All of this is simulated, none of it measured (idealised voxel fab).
voxel gate over fins: a process module
Shown is cross-section cut, with a width of 210 nm and square cells of size 5 nm.
Format of a cross-section: grid, square cells. Given as bands. Order: top down. Band: one or more rows of cells.
This entry defines a band. It first specifies the height of the band's top and the height of its bottom in nm, and then specifies the band's materials from left to right, stating each material with its width in nm. The word "everywhere" identifies a single material that fills the band from edge to edge, while the word "blank" identifies empty space.
The reference from which all heights are counted is 0, the level beneath which the as-received wafer is entirely one material; the lowest band, having no lower bound, proceeds downward and is written after the example "top 0, no bottom".
Top row gets the first number, bottom row gets the second, and each row in between changes by the same step: that is how a band width like "30->40" works.
Where the words "nothing was modified" appear for a step, the cross-section shows no cell changed by that step; every cell remained as before.
In the "Closed cavities" entry, you get each enclosed empty space of 8 cells or more, one with no open way to the top, written width x height at distance, distance from the left edge, in nm.
On a step's line, text after the settings is the simulator commenting on that step.
What "overlay nm" on a step's line means: if the step has a mask, that mask lay this far to the right of its planned place, or, when the value is negative, to the left.

Process steps - plan:
1 RECEIVE, material Si
2 CONFORMAL_DEP, material SiN, thk nm 10
3 MASKED_ETCH, tone cover, mask id FINS, width nm 15, pitch nm 40, etch materials SiN, depth nm 10, overlay nm 0
4 MASKED_ETCH, tone cover, mask id FINS, width nm 15, pitch nm 40, etch materials Si, depth nm 35, overlay nm 0
5 OXIDIZE, depth nm 5
6 FILL_DEP, material SiO2, thk nm 15
7 CMP, height nm 10
8 SELECTIVE_ETCH, etch materials SiO2, depth nm 20
9 STRIP, etch materials SiN
10 CONFORMAL_DEP, material HfO2, thk nm 5
11 CONFORMAL_DEP, material TiN, thk nm 5
12 FILL_DEP, material W, thk nm 15
13 CMP, height nm 20
14 CONFORMAL_DEP, material SiN, thk nm 5

Wafer cross-section on receipt, i.e. after step 1:
> top 0, no bottom  Si everywhere
> Closed cavities: none

Final wafer profile in cross-section after the module, from the same start and plan as above, with one mistake made during processing:
> top 25, bottom 20  SiN everywhere
> top 20, bottom 10  W everywhere
> top 10, bottom 5  W: 60; TiN: 25; W: 15; TiN: 25; W: 85
> top 5, bottom 0  W: 60; TiN: 5; HfO2: 15; TiN: 15; W: 5; TiN: 5; HfO2: 15; TiN: 15; W: 75
> top 0, bottom -5  TiN: 65; HfO2: 5; Si: 5; HfO2: 15; TiN: 15; HfO2: 5; Si: 5; HfO2: 15; TiN: 80
> top -5, bottom -10  HfO2: 70; Si: 15; HfO2: 25; Si: 15; HfO2: 85
> top -10, bottom -40  SiO2: 70; Si: 15; SiO2: 25; Si: 15; SiO2: 85
> top -40, no bottom  Si everywhere
> Closed cavities: none
What broke from the plan during processing? step 3 went in with a setting other than planned; the actual run was MASKED_ETCH, tone cover, mask id FINS, width nm 15, pitch nm 40, etch materials SiN, depth nm 10, overlay nm -10
